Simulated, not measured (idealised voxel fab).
The following is a process module called voxel transistor to metal.
Section shown: cut. Width: 190 nm. Cell size: 5 nm, square.
A cross-section in this document is a grid of square cells, and it is written down as bands, the top band listed before the ones below it; a band is made up of one or more rows of cells.
Basically the band line says how high the top is and how high the bottom is, in nm, and then what's in it from left to right, every material with its width in nm. Empty space shows up as "blank", and if a single material carries "throughout" it runs the full band edge to edge.
It should be noted that heights are counted from 0, beneath which the wafer as supplied is of one material throughout, and that the lowest band possesses no lower boundary but continues downward, as written in "0 down".
With a width like "30->40", each row of cells in the band differs from the next by the same amount, the top row carrying the first number and the bottom row the second.
"no alteration" after a step means that no cell of the cross-section changed.
Entry "Enclosed void entries". Content: empty spaces with no open connection to the top, size 8 cells or greater. Each: width x height at distance. Distance: from left edge. Unit: nm.
Heads up: the bit after the settings on a step's line is the simulator's remark on that step.
overlay nm: right-of-plan distance of the mask on a masked step; negative values mean left-of-plan.

PROCESS STEPS FORESEEN IN THE PLAN
1: RECEIVE, material Si
2: CONFORMAL_DEP, material SiO2, thk nm 5
3: CONFORMAL_DEP, material SiN, thk nm 15
4: MASKED_ETCH, tone cover, mask id ACTIVE, width nm 115, etch materials SiN, depth nm 15, overlay nm 0
5: MASKED_ETCH, tone cover, mask id ACTIVE, width nm 115, etch materials SiO2, depth nm 5, overlay nm 0
6: MASKED_ETCH, tone cover, mask id ACTIVE, width nm 115, etch materials Si, depth nm 30, overlay nm 0
7: OXIDIZE, depth nm 5
8: FILL_DEP, material SiO2, thk nm 10
9: CMP, height nm 20
10: SELECTIVE_ETCH, etch materials SiO2, depth nm 15
11: STRIP, etch materials SiN
12: SELECTIVE_ETCH, etch materials SiO2, depth nm 5
13: OXIDIZE, depth nm 5
14: DIRECTIONAL_DEP, material polySi, thk nm 25
15: DIRECTIONAL_DEP, material SiCN, thk nm 10
16: PATTERN, tone cover, mask id GATE, material resist, width nm 25, thk nm 20, overlay nm 0
17: DIRECTIONAL_ETCH, etch materials SiCN, depth nm 20
18: DIRECTIONAL_ETCH, etch materials polySi, depth nm 35
19: STRIP, etch materials resist
20: CONFORMAL_DEP, material SiO2, thk nm 5
21: DIRECTIONAL_ETCH, etch materials SiO2, depth nm 5
22: CONFORMAL_DEP, material SiN, thk nm 5
23: DIRECTIONAL_ETCH, etch materials SiN, depth nm 5
24: DIRECTIONAL_ETCH, etch materials SiO2, depth nm 5
25: EPI, material pSi, thk nm 5
26: FILL_DEP, material SiO2, thk nm 10
27: CMP, height nm 35
28: DIRECTIONAL_DEP, material SiO2, thk nm 10
29: MASKED_ETCH, tone open, mask id CONTACT, width nm 15, pitch nm 80, etch materials SiO2, depth nm 45, overlay nm 0
30: CONFORMAL_DEP, material TiN, thk nm 5
31: FILL_DEP, material Ru, thk nm 5
32: CMP, height nm 45
33: DIRECTIONAL_DEP, material TiN, thk nm 5
34: DIRECTIONAL_DEP, material W, thk nm 25
35: MASKED_ETCH, tone cover, mask id METAL_1, width nm 15, pitch nm 80, etch materials W, depth nm 25, overlay nm 0
36: MASKED_ETCH, tone cover, mask id METAL_1, width nm 15, pitch nm 80, etch materials TiN, depth nm 5, overlay nm 0
37: CONFORMAL_DEP, material SiCN, thk nm 5
38: FILL_DEP, material SiO2, thk nm 5
39: CMP, height nm 75
40: CONFORMAL_DEP, material SiN, thk nm 5

CROSS-SECTION OF THE INCOMING WAFER, STATE AFTER STEP 1
  0 down | Si throughout
  Enclosed void entries: none

MODULE COMPLETE, CROSS-SECTION. STARTING POINT AND PLAN PER ABOVE. ONE MISTAKE MADE IN RUNNING THE MODULE
  80 to 75 | SiN throughout
  75 to 50 | SiO2 (40), SiCN (5), W (15), SiCN (5), SiO2 (55), SiCN (5), W (15), SiCN (5), SiO2 (45)
  50 to 45 | SiCN (45), TiN (15), SiCN (65), TiN (15), SiCN (50)
  45 to 40 | TiN (50), Ru (5), TiN (75), Ru (5), TiN (55)
  40 to 35 | SiO2 (45), TiN (5), Ru (5), TiN (5), SiO2 (65), TiN (5), Ru (5), TiN (5), SiO2 (50)
  35 to 25 | SiO2 (45), TiN (5), Ru (5), TiN (5), SiO2 (10), SiN (5), SiO2 (5), SiCN (25), SiO2 (5), SiN (5), SiO2 (10), TiN (5), Ru (5), TiN (5), SiO2 (50)
  25 to 5 | SiO2 (45), TiN (5), Ru (5), TiN (5), SiO2 (10), SiN (5), SiO2 (5), polySi (25), SiO2 (5), SiN (5), SiO2 (10), TiN (5), Ru (5), TiN (5), SiO2 (50)
  5 to 0 | SiO2 (45), TiN (15), SiO2 (10), SiN (5), SiO2 (5), polySi (25), SiO2 (5), SiN (5), SiO2 (10), TiN (15), SiO2 (50)
  0 to -5 | SiO2 (35), pSi (35), SiO2 (45), pSi (35), SiO2 (40)
  -5 to -35 | SiO2 (40), Si (105), SiO2 (45)
  -35 down | Si throughout
  Enclosed void entries: none
The plan and the run diverged here: note that step 28 departed from the planned setting and was carried out as DIRECTIONAL_DEP, material SiO2, thk nm 5
